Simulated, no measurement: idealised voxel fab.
A process module follows: voxel local oxidation.
Square cell edge 5 nm, section width 205 nm, ID cut.
This document writes a cross-section as a grid whose cells are square, and gives it as bands, listed from the top down; one or more rows of cells form a band.
Basically the band line says how high the top is and how high the bottom is, in nm, and then what's in it from left to right, every material with its width in nm. Empty space shows up as "empty", and if a single material carries "everywhere" it runs the full band edge to edge.
Height is counted from the level 0, under which the received wafer is composed throughout of one material. The lowest of the bands is not closed at the bottom but continues downward, in the notation "top 0, no bottom".
The expression "30 to 40" gives the width at the extremes of the band, the first number at its top row of cells and the second at its bottom row, with the width changing by equal amounts from each row to the next in between.
Where a step carries "no modification", the cross-section came out of it unchanged, cell for cell.
This entry, "Trapped cavities", enumerates those empty regions of no fewer than 8 cells that possess no open connection to the top. Each region is reported in the form width x height at distance, the distance being taken from the left edge, with all three quantities expressed in nm.
Step line, after settings: the simulator's comment on this step.
"overlay nm", when on a step's line for a step with a mask, measures how far to the right of its planned place the mask lay; a negative measure means to the left.
Below you will find pairs of cross-sections. In each, one shows the wafer before one process step and the other after it, with the after view ending at the lowest band that changed. Under each pair is the step separating them, along with its settings. Do not assume the pairs form a chain: they can come from different runs of this module on the same starting wafer, and a pair continues from the pair above it only when its "Before the step" entry says so.
**Before the step**
- top 0, no bottom | Si everywhere
- Trapped cavities: none
**Post-Step Geometry**
- top 5, bottom 0 | SiO2 everywhere
- Under the height 0 nothing was changed.
- Trapped cavities: none
Operation between the pre and post cross-sections above: CONFORMAL_DEP,material SiO2,thk nm 5
Before the step: it's just the after picture from the pair right above this one.
**Post-Step Geometry**
- top 20, bottom 5 | SiN everywhere
- Under the height 5 nothing was changed.
- Trapped cavities: none
Operation between the pre and post cross-sections above: CONFORMAL_DEP,material SiN,thk nm 15
Before the step: it's just the after picture from the pair right above this one.
**Post-Step Geometry**
- top 30, bottom 20 | aC everywhere
- Under the height 20 nothing was changed.
- Trapped cavities: none
Operation between the pre and post cross-sections above: DIRECTIONAL_DEP,material aC,thk nm 10
Before the step: it's just the after picture from the pair right above this one.
**Post-Step Geometry**
- top 60, bottom 30 | 55 nm empty  90 nm resist  60 nm empty
- Under the height 30 nothing was changed.
- Trapped cavities: none
Operation between the pre and post cross-sections above: PATTERN,tone cover,mask id ACTIVE,material resist,width nm 90,thk nm 30,overlay nm 0
Before the step: it's just the after picture from the pair right above this one.
**Post-Step Geometry**
- top 50, bottom 30 | 55 nm empty  90 nm resist  60 nm empty
- top 30, bottom 20 | 55 nm empty  90 nm aC  60 nm empty
- Under the height 20 nothing was changed.
- Trapped cavities: none
Operation between the pre and post cross-sections above: DIRECTIONAL_ETCH,etch materials aC,depth nm 10
Before the step: it's just the after picture from the pair right above this one.
**Post-Step Geometry**
- top 30, bottom 20 | 55 nm empty  90 nm aC  60 nm empty
- Under the height 20 nothing was changed.
- Trapped cavities: none
Operation between the pre and post cross-sections above: STRIP,etch materials resist
Before the step: it's just the after picture from the pair right above this one.
**Post-Step Geometry**
- top 30, bottom 20 | 55 nm empty  90 nm aC  60 nm empty
- top 20, bottom 5 | 55 nm empty  90 nm SiN  60 nm empty
- Under the height 5 nothing was changed.
- Trapped cavities: none
Operation between the pre and post cross-sections above: DIRECTIONAL_ETCH,etch materials SiN,depth nm 15
Before the step: it's just the after picture from the pair right above this one.
**Post-Step Geometry**
- top 20, bottom 5 | 55 nm empty  90 nm SiN  60 nm empty
- Under the height 5 nothing was changed.
- Trapped cavities: none
Operation between the pre and post cross-sections above: STRIP,etch materials aC
Before the step: it's just the after picture from the pair right above this one.
**Post-Step Geometry**
- top 20, bottom 5 | 55 nm empty  90 nm SiN  60 nm empty
- top 5, bottom 0 | 60 nm empty  80 nm SiO2  65 nm empty
- Under the height 0 nothing was changed.
- Trapped cavities: none
Operation between the pre and post cross-sections above: SELECTIVE_ETCH,etch materials SiO2,depth nm 5
Before the step: it's just the after picture from the pair right above this one.
**Post-Step Geometry**
- top 20, bottom 5 | 55 nm empty  90 nm SiN  60 nm empty
- top 5, bottom 0 | 60 nm empty  80 nm SiO2  65 nm empty
- top 0, bottom -15 | 75 nm SiO2  50 nm Si  80 nm SiO2
- Under the height -15 nothing was changed.
- Trapped cavities: none
Operation between the pre and post cross-sections above: OXIDIZE,depth nm 15
Before the step: it's just the after picture from the pair right above this one.
**Post-Step Geometry**
- top 5, bottom 0 | 60 nm empty  80 nm SiO2  65 nm empty
- Under the height 0 nothing was changed.
- Trapped cavities: none
Operation between the pre and post cross-sections above: STRIP,etch materials SiN
**Before the step**
- top 0, no bottom | Si everywhere
- Trapped cavities: none
**Post-Step Geometry**
- top 15, bottom 0 | SiN everywhere
- Under the height 0 nothing was changed.
- Trapped cavities: none
Operation between the pre and post cross-sections above: CONFORMAL_DEP,material SiN,thk nm 15
Before the step: it's just the after picture from the pair right above this one.
**Post-Step Geometry**
- top 25, bottom 15 | aC everywhere
- Under the height 15 nothing was changed.
- Trapped cavities: none
Operation between the pre and post cross-sections above: DIRECTIONAL_DEP,material aC,thk nm 10
Before the step: it's just the after picture from the pair right above this one.
**Post-Step Geometry**
- top 55, bottom 25 | 55 nm empty  90 nm resist  60 nm empty
- Under the height 25 nothing was changed.
- Trapped cavities: none
Operation between the pre and post cross-sections above: PATTERN,tone cover,mask id ACTIVE,material resist,width nm 90,thk nm 30,overlay nm 0
Before the step: it's just the after picture from the pair right above this one.
**Post-Step Geometry**
- top 45, bottom 25 | 55 nm empty  90 nm resist  60 nm empty
- top 25, bottom 15 | 55 nm empty  90 nm aC  60 nm empty
- Under the height 15 nothing was changed.
- Trapped cavities: none
Operation between the pre and post cross-sections above: DIRECTIONAL_ETCH,etch materials aC,depth nm 10
Before the step: it's just the after picture from the pair right above this one.
**Post-Step Geometry**
- top 25, bottom 15 | 55 nm empty  90 nm aC  60 nm empty
- Under the height 15 nothing was changed.
- Trapped cavities: none
Operation between the pre and post cross-sections above: STRIP,etch materials resist
Before the step: it's just the after picture from the pair right above this one.
**Post-Step Geometry**
- top 25, bottom 15 | 55 nm empty  90 nm aC  60 nm empty
- top 15, bottom 0 | 55 nm empty  90 nm SiN  60 nm empty
- Under the height 0 nothing was changed.
- Trapped cavities: none
Operation between the pre and post cross-sections above: DIRECTIONAL_ETCH,etch materials SiN,depth nm 15
Before the step: it's just the after picture from the pair right above this one.
**Post-Step Geometry**
- top 15, bottom 0 | 55 nm empty  90 nm SiN  60 nm empty
- Under the height 0 nothing was changed.
- Trapped cavities: none
Operation between the pre and post cross-sections above: STRIP,etch materials aC
Before the step: it's just the after picture from the pair right above this one.
**Post-Step Geometry**
- top 15, bottom 0 | 55 nm empty  90 nm SiN  60 nm empty
- top 0, bottom -15 | 70 nm SiO2  60 nm Si  75 nm SiO2
- Under the height -15 nothing was changed.
- Trapped cavities: none
Operation between the pre and post cross-sections above: OXIDIZE,depth nm 15
Before the step: it's just the after picture from the pair right above this one.
**Post-Step Geometry**
- top 0, bottom -15 | 70 nm SiO2  60 nm Si  75 nm SiO2
- Under the height -15 nothing was changed.
- Trapped cavities: none
Operation between the pre and post cross-sections above: STRIP,etch materials SiN
**Before the step**
- top 20, bottom 5 | 55 nm empty  90 nm SiN  60 nm empty
- top 5, bottom 0 | 60 nm empty  80 nm SiO2  65 nm empty
- top 0, no bottom | Si everywhere
- Trapped cavities: none
**Post-Step Geometry**
- top 5, bottom 0 | 60 nm empty  80 nm SiO2  65 nm empty
- Under the height 0 nothing was changed.
- Trapped cavities: none
Operation between the pre and post cross-sections above: STRIP,etch materials SiN
Before the step: it's just the after picture from the pair right above this one.
**Post-Step Geometry**
- top 5, bottom 0 | 60 nm empty  80 nm SiO2  65 nm empty
- top 0, bottom -15 | 75 nm SiO2  50 nm Si  80 nm SiO2
- Under the height -15 nothing was changed.
- Trapped cavities: none
Operation between the pre and post cross-sections above: OXIDIZE,depth nm 15
**Before the step**
- top 20, bottom 5 | 55 nm empty  90 nm SiN  60 nm empty
- top 5, bottom 0 | 60 nm empty  80 nm SiO2  65 nm empty
- top 0, no bottom | Si everywhere
- Trapped cavities: none
**Post-Step Geometry**
- top 20, bottom 5 | 55 nm empty  90 nm SiN  60 nm empty
- top 5, bottom 0 | 60 nm empty  80 nm SiO2  65 nm empty
- top 0, bottom -20 | 80 nm SiO2  40 nm Si  85 nm SiO2
- Under the height -20 nothing was changed.
- Trapped cavities: none
Operation between the pre and post cross-sections above: OXIDIZE,depth nm 20
Before the step: it's just the after picture from the pair right above this one.
**Post-Step Geometry**
- top 5, bottom 0 | 60 nm empty  80 nm SiO2  65 nm empty
- Under the height 0 nothing was changed.
- Trapped cavities: none
Operation between the pre and post cross-sections above: STRIP,etch materials SiN
**Before the step**
- top 30, bottom 20 | aC everywhere
- top 20, bottom 5 | SiN everywhere
- top 5, bottom 0 | SiO2 everywhere
- top 0, no bottom | Si everywhere
- Trapped cavities: none
**Post-Step Geometry**
- top 60, bottom 30 | 60 nm empty  85 nm resist  60 nm empty
- Under the height 30 nothing was changed.
- Trapped cavities: none
Operation between the pre and post cross-sections above: PATTERN,tone cover,mask id ACTIVE,material resist,width nm 85,thk nm 30,overlay nm 0
Before the step: it's just the after picture from the pair right above this one.
**Post-Step Geometry**
- top 50, bottom 30 | 60 nm empty  85 nm resist  60 nm empty
- top 30, bottom 20 | 60 nm empty  85 nm aC  60 nm empty
- Under the height 20 nothing was changed.
- Trapped cavities: none
Operation between the pre and post cross-sections above: DIRECTIONAL_ETCH,etch materials aC,depth nm 10
Before the step: it's just the after picture from the pair right above this one.
**Post-Step Geometry**
- top 30, bottom 20 | 60 nm empty  85 nm aC  60 nm empty
- Under the height 20 nothing was changed.
- Trapped cavities: none
Operation between the pre and post cross-sections above: STRIP,etch materials resist
Before the step: it's just the after picture from the pair right above this one.
**Post-Step Geometry**
- top 30, bottom 20 | 60 nm empty  85 nm aC  60 nm empty
- top 20, bottom 5 | 60 nm empty  85 nm SiN  60 nm empty
- Under the height 5 nothing was changed.
- Trapped cavities: none
Operation between the pre and post cross-sections above: DIRECTIONAL_ETCH,etch materials SiN,depth nm 15
Before the step: it's just the after picture from the pair right above this one.
**Post-Step Geometry**
- top 20, bottom 5 | 60 nm empty  85 nm SiN  60 nm empty
- Under the height 5 nothing was changed.
- Trapped cavities: none
Operation between the pre and post cross-sections above: STRIP,etch materials aC
Before the step: it's just the after picture from the pair right above this one.
**Post-Step Geometry**
- top 20, bottom 5 | 60 nm empty  85 nm SiN  60 nm empty
- top 5, bottom 0 | 65 nm empty  75 nm SiO2  65 nm empty
- Under the height 0 nothing was changed.
- Trapped cavities: none
Operation between the pre and post cross-sections above: SELECTIVE_ETCH,etch materials SiO2,depth nm 5
Before the step: it's just the after picture from the pair right above this one.
**Post-Step Geometry**
- top 20, bottom 5 | 60 nm empty  85 nm SiN  60 nm empty
- top 5, bottom 0 | 65 nm empty  75 nm SiO2  65 nm empty
- top 0, bottom -15 | 80 nm SiO2  45 nm Si  80 nm SiO2
- Under the height -15 nothing was changed.
- Trapped cavities: none
Operation between the pre and post cross-sections above: OXIDIZE,depth nm 15
Before the step: it's just the after picture from the pair right above this one.
**Post-Step Geometry**
- top 5, bottom 0 | 65 nm empty  75 nm SiO2  65 nm empty
- Under the height 0 nothing was changed.
- Trapped cavities: none
Operation between the pre and post cross-sections above: STRIP,etch materials SiN
**Before the step**
- top 30, bottom 20 | aC everywhere
- top 20, bottom 5 | SiN everywhere
- top 5, bottom 0 | SiO2 everywhere
- top 0, no bottom | Si everywhere
- Trapped cavities: none
**Post-Step Geometry**
- top 60, bottom 30 | 45 nm empty  90 nm resist  70 nm empty
- Under the height 30 nothing was changed.
- Trapped cavities: none
Operation between the pre and post cross-sections above: PATTERN,tone cover,mask id ACTIVE,material resist,width nm 90,thk nm 30,overlay nm -10
Before the step: it's just the after picture from the pair right above this one.
**Post-Step Geometry**
- top 50, bottom 30 | 45 nm empty  90 nm resist  70 nm empty
- top 30, bottom 20 | 45 nm empty  90 nm aC  70 nm empty
- Under the height 20 nothing was changed.
- Trapped cavities: none
Operation between the pre and post cross-sections above: DIRECTIONAL_ETCH,etch materials aC,depth nm 10
Before the step: it's just the after picture from the pair right above this one.
**Post-Step Geometry**
- top 30, bottom 20 | 45 nm empty  90 nm aC  70 nm empty
- Under the height 20 nothing was changed.
- Trapped cavities: none
Operation between the pre and post cross-sections above: STRIP,etch materials resist
Before the step: it's just the after picture from the pair right above this one.
**Post-Step Geometry**
- top 30, bottom 20 | 45 nm empty  90 nm aC  70 nm empty
- top 20, bottom 5 | 45 nm empty  90 nm SiN  70 nm empty
- Under the height 5 nothing was changed.
- Trapped cavities: none
Operation between the pre and post cross-sections above: DIRECTIONAL_ETCH,etch materials SiN,depth nm 15
Before the step: it's just the after picture from the pair right above this one.
**Post-Step Geometry**
- top 20, bottom 5 | 45 nm empty  90 nm SiN  70 nm empty
- Under the height 5 nothing was changed.
- Trapped cavities: none
Operation between the pre and post cross-sections above: STRIP,etch materials aC
Before the step: it's just the after picture from the pair right above this one.
**Post-Step Geometry**
- top 20, bottom 5 | 45 nm empty  90 nm SiN  70 nm empty
- top 5, bottom 0 | 50 nm empty  80 nm SiO2  75 nm empty
- Under the height 0 nothing was changed.
- Trapped cavities: none
Operation between the pre and post cross-sections above: SELECTIVE_ETCH,etch materials SiO2,depth nm 5
Before the step: it's just the after picture from the pair right above this one.
**Post-Step Geometry**
- top 20, bottom 5 | 45 nm empty  90 nm SiN  70 nm empty
- top 5, bottom 0 | 50 nm empty  80 nm SiO2  75 nm empty
- top 0, bottom -15 | 65 nm SiO2  50 nm Si  90 nm SiO2
- Under the height -15 nothing was changed.
- Trapped cavities: none
Operation between the pre and post cross-sections above: OXIDIZE,depth nm 15
Before the step: it's just the after picture from the pair right above this one.
**Post-Step Geometry**
- top 5, bottom 0 | 50 nm empty  80 nm SiO2  75 nm empty
- Under the height 0 nothing was changed.
- Trapped cavities: none
Operation between the pre and post cross-sections above: STRIP,etch materials SiN
**Before the step**
- top 5, bottom 0 | SiO2 everywhere
- top 0, no bottom | Si everywhere
- Trapped cavities: none
**Post-Step Geometry**
- top 20, bottom 0 | SiO2 everywhere
- Under the height 0 nothing was changed.
- Trapped cavities: none
Operation between the pre and post cross-sections above: CONFORMAL_DEP,material SiO2,thk nm 15
Before the step: it's just the after picture from the pair right above this one.
**Post-Step Geometry**
- top 30, bottom 20 | aC everywhere
- Under the height 20 nothing was changed.
- Trapped cavities: none
Operation between the pre and post cross-sections above: DIRECTIONAL_DEP,material aC,thk nm 10
Before the step: it's just the after picture from the pair right above this one.
**Post-Step Geometry**
- top 60, bottom 30 | 55 nm empty  90 nm resist  60 nm empty
- Under the height 30 nothing was changed.
- Trapped cavities: none
Operation between the pre and post cross-sections above: PATTERN,tone cover,mask id ACTIVE,material resist,width nm 90,thk nm 30,overlay nm 0
Before the step: it's just the after picture from the pair right above this one.
**Post-Step Geometry**
- top 50, bottom 30 | 55 nm empty  90 nm resist  60 nm empty
- top 30, bottom 20 | 55 nm empty  90 nm aC  60 nm empty
- Under the height 20 nothing was changed.
- Trapped cavities: none
Operation between the pre and post cross-sections above: DIRECTIONAL_ETCH,etch materials aC,depth nm 10
Before the step: it's just the after picture from the pair right above this one.
**Post-Step Geometry**
- top 30, bottom 20 | 55 nm empty  90 nm aC  60 nm empty
- Under the height 20 nothing was changed.
- Trapped cavities: none
Operation between the pre and post cross-sections above: STRIP,etch materials resist
Before the step: it's just the after picture from the pair right above this one.
**Post-Step Geometry**
- top 20, bottom 0 | SiO2 everywhere
- Under the height 0 nothing was changed.
- Trapped cavities: none
Operation between the pre and post cross-sections above: STRIP,etch materials aC
Before the step: it's just the after picture from the pair right above this one.
**Post-Step Geometry**
- top 15, bottom 0 | SiO2 everywhere
- Under the height 0 nothing was changed.
- Trapped cavities: none
Operation between the pre and post cross-sections above: SELECTIVE_ETCH,etch materials SiO2,depth nm 5
**Before the step**
- top 30, bottom 20 | aC everywhere
- top 20, bottom 5 | SiN everywhere
- top 5, bottom 0 | SiO2 everywhere
- top 0, no bottom | Si everywhere
- Trapped cavities: none
**Post-Step Geometry**
- top 60, bottom 30 | 55 nm resist  90 nm empty  60 nm resist
- Under the height 30 nothing was changed.
- Trapped cavities: none
Operation between the pre and post cross-sections above: PATTERN,tone open,mask id ACTIVE,material resist,width nm 90,thk nm 30,overlay nm 0
Before the step: it's just the after picture from the pair right above this one.
**Post-Step Geometry**
- top 50, bottom 30 | 55 nm resist  90 nm empty  60 nm resist
- top 30, bottom 20 | 55 nm aC  90 nm empty  60 nm aC
- Under the height 20 nothing was changed.
- Trapped cavities: none
Operation between the pre and post cross-sections above: DIRECTIONAL_ETCH,etch materials aC,depth nm 10
Before the step: it's just the after picture from the pair right above this one.
**Post-Step Geometry**
- top 30, bottom 20 | 55 nm aC  90 nm empty  60 nm aC
- Under the height 20 nothing was changed.
- Trapped cavities: none
Operation between the pre and post cross-sections above: STRIP,etch materials resist
Before the step: it's just the after picture from the pair right above this one.
**Post-Step Geometry**
- top 30, bottom 20 | 55 nm aC  90 nm empty  60 nm aC
- top 20, bottom 5 | 55 nm SiN  90 nm empty  60 nm SiN
- Under the height 5 nothing was changed.
- Trapped cavities: none
Operation between the pre and post cross-sections above: DIRECTIONAL_ETCH,etch materials SiN,depth nm 15
Before the step: it's just the after picture from the pair right above this one.
**Post-Step Geometry**
- top 20, bottom 5 | 55 nm SiN  90 nm empty  60 nm SiN
- Under the height 5 nothing was changed.
- Trapped cavities: none
Operation between the pre and post cross-sections above: STRIP,etch materials aC
Before the step: it's just the after picture from the pair right above this one.
**Post-Step Geometry**
- top 20, bottom 5 | 55 nm SiN  90 nm empty  60 nm SiN
- top 5, bottom 0 | 50 nm SiO2  100 nm empty  55 nm SiO2
- Under the height 0 nothing was changed.
- Trapped cavities: none
Operation between the pre and post cross-sections above: SELECTIVE_ETCH,etch materials SiO2,depth nm 5
Before the step: it's just the after picture from the pair right above this one.
**Post-Step Geometry**
- top 20, bottom 5 | 55 nm SiN  90 nm empty  60 nm SiN
- top 5, bottom 0 | 50 nm SiO2  100 nm empty  55 nm SiO2
- top 0, bottom -15 | 35 nm Si  130 nm SiO2  40 nm Si
- Under the height -15 nothing was changed.
- Trapped cavities: none
Operation between the pre and post cross-sections above: OXIDIZE,depth nm 15
Before the step: it's just the after picture from the pair right above this one.
**Post-Step Geometry**
- top 5, bottom 0 | 50 nm SiO2  100 nm empty  55 nm SiO2
- Under the height 0 nothing was changed.
- Trapped cavities: none
Operation between the pre and post cross-sections above: STRIP,etch materials SiN
